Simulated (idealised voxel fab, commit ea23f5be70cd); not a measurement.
The following process module bears the name voxel wiring stack.
Square cells of 5 nm make up the cross-section cut, whose width is 255 nm.
A cross-section is written here as square cells arranged in a grid, and it is given in bands from the top down, each band taking up one or more rows of cells.
Each band's line starts with the height of the band's top and of its bottom, in nm. Then come its materials from left to right, each with its width in nm. One material with "everywhere" fills the band from edge to edge. "empty" is empty space.
Note: height 0 marks the level under which the wafer is uniformly one material as received. Lowest band unbounded below, written "0 -> down".
With a width like "30->40", each row of cells in the band differs from the next by the same amount, the top row carrying the first number and the bottom row the second.
"no modification" for a step: no cell of the cross-section changed in that step.
The entry "Enclosed cavity list" lists the empty spaces that cover at least 8 cells and have no open path to the top. Each is written as width x height at distance, where the distance is measured from the left edge and all three values are in nm.
Text after the settings on a step's line: the simulator's own remark on that step.
When a step includes a mask, the "overlay nm" setting on its line states how far to the right of its planned place that mask lay, and negative values state how far to the left.

### These are the steps we planned for the process
- 1: RECEIVE [material Si]
- 2: CONFORMAL_DEP [material SiO2] [thk nm 15]
- 3: DIRECTIONAL_DEP [material TiN] [thk nm 5]
- 4: DIRECTIONAL_DEP [material Ru] [thk nm 20]
- 5: MASKED_ETCH [tone cover] [mask id METAL_1] [width nm 30] [pitch nm 60] [etch materials Ru] [depth nm 20] [overlay nm 0]
- 6: MASKED_ETCH [tone cover] [mask id METAL_1] [width nm 30] [pitch nm 60] [etch materials TiN] [depth nm 5] [overlay nm 0]
- 7: CONFORMAL_DEP [material SiN] [thk nm 5]
- 8: FILL_DEP [material SiO2] [thk nm 10]
- 9: CMP [height nm 40]
- 10: CONFORMAL_DEP [material SiCN] [thk nm 5]
- 11: DIRECTIONAL_DEP [material lowk] [thk nm 30]
- 12: PATTERN [tone open] [mask id METAL_2] [material resist] [width nm 30] [pitch nm 60] [thk nm 15] [overlay nm 0]
- 13: DIRECTIONAL_ETCH [etch materials lowk] [depth nm 20]
- 14: STRIP [etch materials resist]
- 15: MASKED_ETCH [tone open] [mask id METAL_2_HOLES] [width nm 15] [pitch nm 120] [etch materials lowk] [depth nm 10] [overlay nm 0]
- 16: MASKED_ETCH [tone open] [mask id METAL_2_HOLES] [width nm 15] [pitch nm 120] [etch materials SiCN] [depth nm 5] [overlay nm 0]
- 17: CONFORMAL_DEP [material TiN] [thk nm 5]
- 18: FILL_DEP [material Cu] [thk nm 5]
- 19: CMP [height nm 75]
- 20: CONFORMAL_DEP [material SiCN] [thk nm 5]
- 21: DIRECTIONAL_DEP [material SiO2] [thk nm 30]
- 22: MASKED_ETCH [tone open] [mask id METAL_3] [width nm 30] [pitch nm 60] [etch materials SiO2] [depth nm 15] [overlay nm 0]
- 23: MASKED_ETCH [tone open] [mask id METAL_3_HOLES] [width nm 15] [pitch nm 120] [etch materials SiO2] [depth nm 15] [overlay nm 0]
- 24: MASKED_ETCH [tone open] [mask id METAL_3_HOLES] [width nm 15] [pitch nm 120] [etch materials SiCN] [depth nm 5] [overlay nm 0]
- 25: CONFORMAL_DEP [material TiN] [thk nm 5]
- 26: FILL_DEP [material Cu] [thk nm 10]
- 27: CMP [height nm 110]
- 28: CONFORMAL_DEP [material SiCN] [thk nm 5]
- 29: DIRECTIONAL_DEP [material SiO2] [thk nm 30]
- 30: PATTERN [tone open] [mask id METAL_4] [material resist] [width nm 30] [pitch nm 60] [thk nm 15] [overlay nm 0]
- 31: DIRECTIONAL_ETCH [etch materials SiO2] [depth nm 15]
- 32: STRIP [etch materials resist]
- 33: MASKED_ETCH [tone open] [mask id METAL_4_HOLES] [width nm 15] [pitch nm 60] [etch materials SiO2] [depth nm 15] [overlay nm 0]
- 34: MASKED_ETCH [tone open] [mask id METAL_4_HOLES] [width nm 15] [pitch nm 60] [etch materials SiCN] [depth nm 5] [overlay nm 0]
- 35: CONFORMAL_DEP [material TiN] [thk nm 5]
- 36: FILL_DEP [material Cu] [thk nm 10]
- 37: CMP [height nm 145]
- 38: CONFORMAL_DEP [material SiN] [thk nm 5]

### First of two wafers - as planned

### Cross-section of the wafer as it came to us, i.e., already through step 1
  0 -> down: Si everywhere
  Enclosed cavity list: none

### Wafer xsec, post step 2
  15 -> 0: SiO2 everywhere
  No changes below 0.

### Wafer xsec, post step 3
  20 -> 15: TiN everywhere
  No changes below 15.

### Wafer xsec, post step 4
  40 -> 20: Ru everywhere
  No changes below 20.

### Wafer xsec, post step 5
  40 -> 20: empty 20 nm, then Ru 30 nm, then empty 30 nm, then Ru 30 nm, then empty 30 nm, then Ru 30 nm, then empty 30 nm, then Ru 30 nm, then empty 25 nm
  No changes below 20.

### Wafer xsec, post step 6
  40 -> 20: empty 20 nm, then Ru 30 nm, then empty 30 nm, then Ru 30 nm, then empty 30 nm, then Ru 30 nm, then empty 30 nm, then Ru 30 nm, then empty 25 nm
  20 -> 15: empty 20 nm, then TiN 30 nm, then empty 30 nm, then TiN 30 nm, then empty 30 nm, then TiN 30 nm, then empty 30 nm, then TiN 30 nm, then empty 25 nm
  No changes below 15.

### Wafer xsec, post step 7
  45 -> 40: empty 15 nm, then SiN 40 nm, then empty 20 nm, then SiN 40 nm, then empty 20 nm, then SiN 40 nm, then empty 20 nm, then SiN 40 nm, then empty 20 nm
  40 -> 20: empty 15 nm, then SiN 5 nm, then Ru 30 nm, then SiN 5 nm, then empty 20 nm, then SiN 5 nm, then Ru 30 nm, then SiN 5 nm, then empty 20 nm, then SiN 5 nm, then Ru 30 nm, then SiN 5 nm, then empty 20 nm, then SiN 5 nm, then Ru 30 nm, then SiN 5 nm, then empty 20 nm
  20 -> 15: SiN 20 nm, then TiN 30 nm, then SiN 30 nm, then TiN 30 nm, then SiN 30 nm, then TiN 30 nm, then SiN 30 nm, then TiN 30 nm, then SiN 25 nm
  No changes below 15.

### Wafer xsec, post step 8
  55 -> 45: SiO2 everywhere
  45 -> 40: SiO2 15 nm, then SiN 40 nm, then SiO2 20 nm, then SiN 40 nm, then SiO2 20 nm, then SiN 40 nm, then SiO2 20 nm, then SiN 40 nm, then SiO2 20 nm
  40 -> 20: SiO2 15 nm, then SiN 5 nm, then Ru 30 nm, then SiN 5 nm, then SiO2 20 nm, then SiN 5 nm, then Ru 30 nm, then SiN 5 nm, then SiO2 20 nm, then SiN 5 nm, then Ru 30 nm, then SiN 5 nm, then SiO2 20 nm, then SiN 5 nm, then Ru 30 nm, then SiN 5 nm, then SiO2 20 nm
  No changes below 20.

### Wafer xsec, post step 9
  40 -> 20: SiO2 15 nm, then SiN 5 nm, then Ru 30 nm, then SiN 5 nm, then SiO2 20 nm, then SiN 5 nm, then Ru 30 nm, then SiN 5 nm, then SiO2 20 nm, then SiN 5 nm, then Ru 30 nm, then SiN 5 nm, then SiO2 20 nm, then SiN 5 nm, then Ru 30 nm, then SiN 5 nm, then SiO2 20 nm
  No changes below 20.

### Wafer xsec, post step 10
  45 -> 40: SiCN everywhere
  No changes below 40.

### Wafer xsec, post step 11
  75 -> 45: lowk everywhere
  No changes below 45.

### Wafer xsec, post step 12
  90 -> 75: resist 20 nm, then empty 30 nm, then resist 30 nm, then empty 30 nm, then resist 30 nm, then empty 30 nm, then resist 30 nm, then empty 30 nm, then resist 25 nm
  No changes below 75.

### Wafer xsec, post step 13
  90 -> 75: resist 20 nm, then empty 30 nm, then resist 30 nm, then empty 30 nm, then resist 30 nm, then empty 30 nm, then resist 30 nm, then empty 30 nm, then resist 25 nm
  75 -> 55: lowk 20 nm, then empty 30 nm, then lowk 30 nm, then empty 30 nm, then lowk 30 nm, then empty 30 nm, then lowk 30 nm, then empty 30 nm, then lowk 25 nm
  No changes below 55.

### Wafer xsec, post step 14
  75 -> 55: lowk 20 nm, then empty 30 nm, then lowk 30 nm, then empty 30 nm, then lowk 30 nm, then empty 30 nm, then lowk 30 nm, then empty 30 nm, then lowk 25 nm
  No changes below 55.

### Wafer xsec, post step 15
  75 -> 55: lowk 20 nm, then empty 30 nm, then lowk 30 nm, then empty 30 nm, then lowk 30 nm, then empty 30 nm, then lowk 30 nm, then empty 30 nm, then lowk 25 nm
  55 -> 45: lowk 20 nm, then empty 15 nm, then lowk 105 nm, then empty 15 nm, then lowk 100 nm
  No changes below 45.

### Wafer xsec, post step 16
  75 -> 55: lowk 20 nm, then empty 30 nm, then lowk 30 nm, then empty 30 nm, then lowk 30 nm, then empty 30 nm, then lowk 30 nm, then empty 30 nm, then lowk 25 nm
  55 -> 45: lowk 20 nm, then empty 15 nm, then lowk 105 nm, then empty 15 nm, then lowk 100 nm
  45 -> 40: SiCN 20 nm, then empty 15 nm, then SiCN 105 nm, then empty 15 nm, then SiCN 100 nm
  No changes below 40.

### Wafer xsec, post step 17
  80 -> 75: TiN 25 nm, then empty 20 nm, then TiN 40 nm, then empty 20 nm, then TiN 40 nm, then empty 20 nm, then TiN 40 nm, then empty 20 nm, then TiN 30 nm
  75 -> 60: lowk 20 nm, then TiN 5 nm, then empty 20 nm, then TiN 5 nm, then lowk 30 nm, then TiN 5 nm, then empty 20 nm, then TiN 5 nm, then lowk 30 nm, then TiN 5 nm, then empty 20 nm, then TiN 5 nm, then lowk 30 nm, then TiN 5 nm, then empty 20 nm, then TiN 5 nm, then lowk 25 nm
  60 -> 55: lowk 20 nm, then TiN 5 nm, then empty 5 nm, then TiN 20 nm, then lowk 30 nm, then TiN 30 nm, then lowk 30 nm, then TiN 5 nm, then empty 5 nm, then TiN 20 nm, then lowk 30 nm, then TiN 30 nm, then lowk 25 nm
  55 -> 45: lowk 20 nm, then TiN 5 nm, then empty 5 nm, then TiN 5 nm, then lowk 105 nm, then TiN 5 nm, then empty 5 nm, then TiN 5 nm, then lowk 100 nm
  45 -> 40: SiCN 20 nm, then TiN 15 nm, then SiCN 105 nm, then TiN 15 nm, then SiCN 100 nm
  No changes below 40.

### Wafer xsec, post step 18
  85 -> 80: Cu everywhere
  80 -> 75: TiN 25 nm, then Cu 20 nm, then TiN 40 nm, then Cu 20 nm, then TiN 40 nm, then Cu 20 nm, then TiN 40 nm, then Cu 20 nm, then TiN 30 nm
  75 -> 60: lowk 20 nm, then TiN 5 nm, then Cu 20 nm, then TiN 5 nm, then lowk 30 nm, then TiN 5 nm, then Cu 20 nm, then TiN 5 nm, then lowk 30 nm, then TiN 5 nm, then Cu 20 nm, then TiN 5 nm, then lowk 30 nm, then TiN 5 nm, then Cu 20 nm, then TiN 5 nm, then lowk 25 nm
  60 -> 55: lowk 20 nm, then TiN 5 nm, then Cu 5 nm, then TiN 20 nm, then lowk 30 nm, then TiN 30 nm, then lowk 30 nm, then TiN 5 nm, then Cu 5 nm, then TiN 20 nm, then lowk 30 nm, then TiN 30 nm, then lowk 25 nm
  55 -> 45: lowk 20 nm, then TiN 5 nm, then Cu 5 nm, then TiN 5 nm, then lowk 105 nm, then TiN 5 nm, then Cu 5 nm, then TiN 5 nm, then lowk 100 nm
  No changes below 45.

### Wafer xsec, post step 19
  75 -> 60: lowk 20 nm, then TiN 5 nm, then Cu 20 nm, then TiN 5 nm, then lowk 30 nm, then TiN 5 nm, then Cu 20 nm, then TiN 5 nm, then lowk 30 nm, then TiN 5 nm, then Cu 20 nm, then TiN 5 nm, then lowk 30 nm, then TiN 5 nm, then Cu 20 nm, then TiN 5 nm, then lowk 25 nm
  No changes below 60.

### Wafer xsec, post step 20
  80 -> 75: SiCN everywhere
  No changes below 75.

### Wafer xsec, post step 21
  110 -> 80: SiO2 everywhere
  No changes below 80.

### Wafer xsec, post step 22
  110 -> 95: SiO2 20 nm, then empty 30 nm, then SiO2 30 nm, then empty 30 nm, then SiO2 30 nm, then empty 30 nm, then SiO2 30 nm, then empty 30 nm, then SiO2 25 nm
  No changes below 95.

### Wafer xsec, post step 23
  110 -> 95: SiO2 20 nm, then empty 30 nm, then SiO2 30 nm, then empty 30 nm, then SiO2 30 nm, then empty 30 nm, then SiO2 30 nm, then empty 30 nm, then SiO2 25 nm
  95 -> 80: SiO2 20 nm, then empty 15 nm, then SiO2 105 nm, then empty 15 nm, then SiO2 100 nm
  No changes below 80.

### Wafer xsec, post step 24
  110 -> 95: SiO2 20 nm, then empty 30 nm, then SiO2 30 nm, then empty 30 nm, then SiO2 30 nm, then empty 30 nm, then SiO2 30 nm, then empty 30 nm, then SiO2 25 nm
  95 -> 80: SiO2 20 nm, then empty 15 nm, then SiO2 105 nm, then empty 15 nm, then SiO2 100 nm
  80 -> 75: SiCN 20 nm, then empty 15 nm, then SiCN 105 nm, then empty 15 nm, then SiCN 100 nm
  No changes below 75.

### Wafer xsec, post step 25
  115 -> 110: TiN 25 nm, then empty 20 nm, then TiN 40 nm, then empty 20 nm, then TiN 40 nm, then empty 20 nm, then TiN 40 nm, then empty 20 nm, then TiN 30 nm
  110 -> 100: SiO2 20 nm, then TiN 5 nm, then empty 20 nm, then TiN 5 nm, then SiO2 30 nm, then TiN 5 nm, then empty 20 nm, then TiN 5 nm, then SiO2 30 nm, then TiN 5 nm, then empty 20 nm, then TiN 5 nm, then SiO2 30 nm, then TiN 5 nm, then empty 20 nm, then TiN 5 nm, then SiO2 25 nm
  100 -> 95: SiO2 20 nm, then TiN 5 nm, then empty 5 nm, then TiN 20 nm, then SiO2 30 nm, then TiN 30 nm, then SiO2 30 nm, then TiN 5 nm, then empty 5 nm, then TiN 20 nm, then SiO2 30 nm, then TiN 30 nm, then SiO2 25 nm
  95 -> 80: SiO2 20 nm, then TiN 5 nm, then empty 5 nm, then TiN 5 nm, then SiO2 105 nm, then TiN 5 nm, then empty 5 nm, then TiN 5 nm, then SiO2 100 nm
  80 -> 75: SiCN 20 nm, then TiN 15 nm, then SiCN 105 nm, then TiN 15 nm, then SiCN 100 nm
  No changes below 75.

### Wafer xsec, post step 26
  125 -> 115: Cu everywhere
  115 -> 110: TiN 25 nm, then Cu 20 nm, then TiN 40 nm, then Cu 20 nm, then TiN 40 nm, then Cu 20 nm, then TiN 40 nm, then Cu 20 nm, then TiN 30 nm
  110 -> 100: SiO2 20 nm, then TiN 5 nm, then Cu 20 nm, then TiN 5 nm, then SiO2 30 nm, then TiN 5 nm, then Cu 20 nm, then TiN 5 nm, then SiO2 30 nm, then TiN 5 nm, then Cu 20 nm, then TiN 5 nm, then SiO2 30 nm, then TiN 5 nm, then Cu 20 nm, then TiN 5 nm, then SiO2 25 nm
  100 -> 95: SiO2 20 nm, then TiN 5 nm, then Cu 5 nm, then TiN 20 nm, then SiO2 30 nm, then TiN 30 nm, then SiO2 30 nm, then TiN 5 nm, then Cu 5 nm, then TiN 20 nm, then SiO2 30 nm, then TiN 30 nm, then SiO2 25 nm
  95 -> 80: SiO2 20 nm, then TiN 5 nm, then Cu 5 nm, then TiN 5 nm, then SiO2 105 nm, then TiN 5 nm, then Cu 5 nm, then TiN 5 nm, then SiO2 100 nm
  No changes below 80.

### Wafer xsec, post step 27
  110 -> 100: SiO2 20 nm, then TiN 5 nm, then Cu 20 nm, then TiN 5 nm, then SiO2 30 nm, then TiN 5 nm, then Cu 20 nm, then TiN 5 nm, then SiO2 30 nm, then TiN 5 nm, then Cu 20 nm, then TiN 5 nm, then SiO2 30 nm, then TiN 5 nm, then Cu 20 nm, then TiN 5 nm, then SiO2 25 nm
  No changes below 100.

### Wafer xsec, post step 28
  115 -> 110: SiCN everywhere
  No changes below 110.

### Wafer xsec, post step 29
  145 -> 115: SiO2 everywhere
  No changes below 115.

### Wafer xsec, post step 30
  160 -> 145: resist 20 nm, then empty 30 nm, then resist 30 nm, then empty 30 nm, then resist 30 nm, then empty 30 nm, then resist 30 nm, then empty 30 nm, then resist 25 nm
  No changes below 145.

### Wafer xsec, post step 31
  160 -> 145: resist 20 nm, then empty 30 nm, then resist 30 nm, then empty 30 nm, then resist 30 nm, then empty 30 nm, then resist 30 nm, then empty 30 nm, then resist 25 nm
  145 -> 130: SiO2 20 nm, then empty 30 nm, then SiO2 30 nm, then empty 30 nm, then SiO2 30 nm, then empty 30 nm, then SiO2 30 nm, then empty 30 nm, then SiO2 25 nm
  No changes below 130.

### Wafer xsec, post step 32
  145 -> 130: SiO2 20 nm, then empty 30 nm, then SiO2 30 nm, then empty 30 nm, then SiO2 30 nm, then empty 30 nm, then SiO2 30 nm, then empty 30 nm, then SiO2 25 nm
  No changes below 130.

### Wafer xsec, post step 33
  145 -> 130: SiO2 20 nm, then empty 30 nm, then SiO2 30 nm, then empty 30 nm, then SiO2 30 nm, then empty 30 nm, then SiO2 30 nm, then empty 30 nm, then SiO2 25 nm
  130 -> 115: SiO2 20 nm, then empty 15 nm, then SiO2 45 nm, then empty 15 nm, then SiO2 45 nm, then empty 15 nm, then SiO2 45 nm, then empty 15 nm, then SiO2 40 nm
  No changes below 115.

### Wafer xsec, post step 34
  145 -> 130: SiO2 20 nm, then empty 30 nm, then SiO2 30 nm, then empty 30 nm, then SiO2 30 nm, then empty 30 nm, then SiO2 30 nm, then empty 30 nm, then SiO2 25 nm
  130 -> 115: SiO2 20 nm, then empty 15 nm, then SiO2 45 nm, then empty 15 nm, then SiO2 45 nm, then empty 15 nm, then SiO2 45 nm, then empty 15 nm, then SiO2 40 nm
  115 -> 110: SiCN 20 nm, then empty 15 nm, then SiCN 45 nm, then empty 15 nm, then SiCN 45 nm, then empty 15 nm, then SiCN 45 nm, then empty 15 nm, then SiCN 40 nm
  No changes below 110.

### Wafer xsec, post step 35
  150 -> 145: TiN 25 nm, then empty 20 nm, then TiN 40 nm, then empty 20 nm, then TiN 40 nm, then empty 20 nm, then TiN 40 nm, then empty 20 nm, then TiN 30 nm
  145 -> 135: SiO2 20 nm, then TiN 5 nm, then empty 20 nm, then TiN 5 nm, then SiO2 30 nm, then TiN 5 nm, then empty 20 nm, then TiN 5 nm, then SiO2 30 nm, then TiN 5 nm, then empty 20 nm, then TiN 5 nm, then SiO2 30 nm, then TiN 5 nm, then empty 20 nm, then TiN 5 nm, then SiO2 25 nm
  135 -> 130: SiO2 20 nm, then TiN 5 nm, then empty 5 nm, then TiN 20 nm, then SiO2 30 nm, then TiN 5 nm, then empty 5 nm, then TiN 20 nm, then SiO2 30 nm, then TiN 5 nm, then empty 5 nm, then TiN 20 nm, then SiO2 30 nm, then TiN 5 nm, then empty 5 nm, then TiN 20 nm, then SiO2 25 nm
  130 -> 115: SiO2 20 nm, then TiN 5 nm, then empty 5 nm, then TiN 5 nm, then SiO2 45 nm, then TiN 5 nm, then empty 5 nm, then TiN 5 nm, then SiO2 45 nm, then TiN 5 nm, then empty 5 nm, then TiN 5 nm, then SiO2 45 nm, then TiN 5 nm, then empty 5 nm, then TiN 5 nm, then SiO2 40 nm
  115 -> 110: SiCN 20 nm, then TiN 15 nm, then SiCN 45 nm, then TiN 15 nm, then SiCN 45 nm, then TiN 15 nm, then SiCN 45 nm, then TiN 15 nm, then SiCN 40 nm
  No changes below 110.

### Wafer xsec, post step 36
  160 -> 150: Cu everywhere
  150 -> 145: TiN 25 nm, then Cu 20 nm, then TiN 40 nm, then Cu 20 nm, then TiN 40 nm, then Cu 20 nm, then TiN 40 nm, then Cu 20 nm, then TiN 30 nm
  145 -> 135: SiO2 20 nm, then TiN 5 nm, then Cu 20 nm, then TiN 5 nm, then SiO2 30 nm, then TiN 5 nm, then Cu 20 nm, then TiN 5 nm, then SiO2 30 nm, then TiN 5 nm, then Cu 20 nm, then TiN 5 nm, then SiO2 30 nm, then TiN 5 nm, then Cu 20 nm, then TiN 5 nm, then SiO2 25 nm
  135 -> 130: SiO2 20 nm, then TiN 5 nm, then Cu 5 nm, then TiN 20 nm, then SiO2 30 nm, then TiN 5 nm, then Cu 5 nm, then TiN 20 nm, then SiO2 30 nm, then TiN 5 nm, then Cu 5 nm, then TiN 20 nm, then SiO2 30 nm, then TiN 5 nm, then Cu 5 nm, then TiN 20 nm, then SiO2 25 nm
  130 -> 115: SiO2 20 nm, then TiN 5 nm, then Cu 5 nm, then TiN 5 nm, then SiO2 45 nm, then TiN 5 nm, then Cu 5 nm, then TiN 5 nm, then SiO2 45 nm, then TiN 5 nm, then Cu 5 nm, then TiN 5 nm, then SiO2 45 nm, then TiN 5 nm, then Cu 5 nm, then TiN 5 nm, then SiO2 40 nm
  No changes below 115.

### Wafer xsec, post step 37
  145 -> 135: SiO2 20 nm, then TiN 5 nm, then Cu 20 nm, then TiN 5 nm, then SiO2 30 nm, then TiN 5 nm, then Cu 20 nm, then TiN 5 nm, then SiO2 30 nm, then TiN 5 nm, then Cu 20 nm, then TiN 5 nm, then SiO2 30 nm, then TiN 5 nm, then Cu 20 nm, then TiN 5 nm, then SiO2 25 nm
  No changes below 135.

### Wafer xsec, post step 38
  150 -> 145: SiN everywhere
  No changes below 145.

### Second Wafer (Identical Start and Plan, One Processing Error; Matches First Wafer Through Step 32)

### X-section, second wafer, when step 33 was due to finish
  130 -> 115: SiO2 35 nm, then empty 15 nm, then SiO2 45 nm, then empty 15 nm, then SiO2 45 nm, then empty 15 nm, then SiO2 45 nm, then empty 15 nm, then SiO2 25 nm
  No changes below 115.

X-section, second wafer, when step 34 was due to finish: no modification

### X-section, second wafer, when step 35 was due to finish
  135 -> 130: TiN 40 nm, then empty 5 nm, then TiN 55 nm, then empty 5 nm, then TiN 55 nm, then empty 5 nm, then TiN 55 nm, then empty 5 nm, then TiN 30 nm
  130 -> 120: SiO2 35 nm, then TiN 5 nm, then empty 5 nm, then TiN 5 nm, then SiO2 45 nm, then TiN 5 nm, then empty 5 nm, then TiN 5 nm, then SiO2 45 nm, then TiN 5 nm, then empty 5 nm, then TiN 5 nm, then SiO2 45 nm, then TiN 5 nm, then empty 5 nm, then TiN 5 nm, then SiO2 25 nm
  120 -> 115: SiO2 35 nm, then TiN 15 nm, then SiO2 45 nm, then TiN 15 nm, then SiO2 45 nm, then TiN 15 nm, then SiO2 45 nm, then TiN 15 nm, then SiO2 25 nm
  No changes below 115.

### X-section, second wafer, when step 36 was due to finish
  145 -> 135: Cu everywhere
  135 -> 130: TiN 40 nm, then Cu 5 nm, then TiN 55 nm, then Cu 5 nm, then TiN 55 nm, then Cu 5 nm, then TiN 55 nm, then Cu 5 nm, then TiN 30 nm
  130 -> 120: SiO2 35 nm, then TiN 5 nm, then Cu 5 nm, then TiN 5 nm, then SiO2 45 nm, then TiN 5 nm, then Cu 5 nm, then TiN 5 nm, then SiO2 45 nm, then TiN 5 nm, then Cu 5 nm, then TiN 5 nm, then SiO2 45 nm, then TiN 5 nm, then Cu 5 nm, then TiN 5 nm, then SiO2 25 nm
  No changes below 120.

X-section, second wafer, when step 37 was due to finish: no modification

### X-section, second wafer, when step 38 was due to finish
  150 -> 145: SiN everywhere
  No changes below 145.
Deviation from plan: in deviation from the planned setting, step 33 was conducted as MASKED_ETCH [tone cover] [mask id METAL_4_HOLES] [width nm 15] [pitch nm 60] [etch materials SiO2] [depth nm 15] [overlay nm 0]
Heads up, by the end the second wafer has more or fewer cells of some materials compared to the first: 66 more of Cu | 12 more of SiCN | 81 fewer of SiO2 | 3 more of TiN
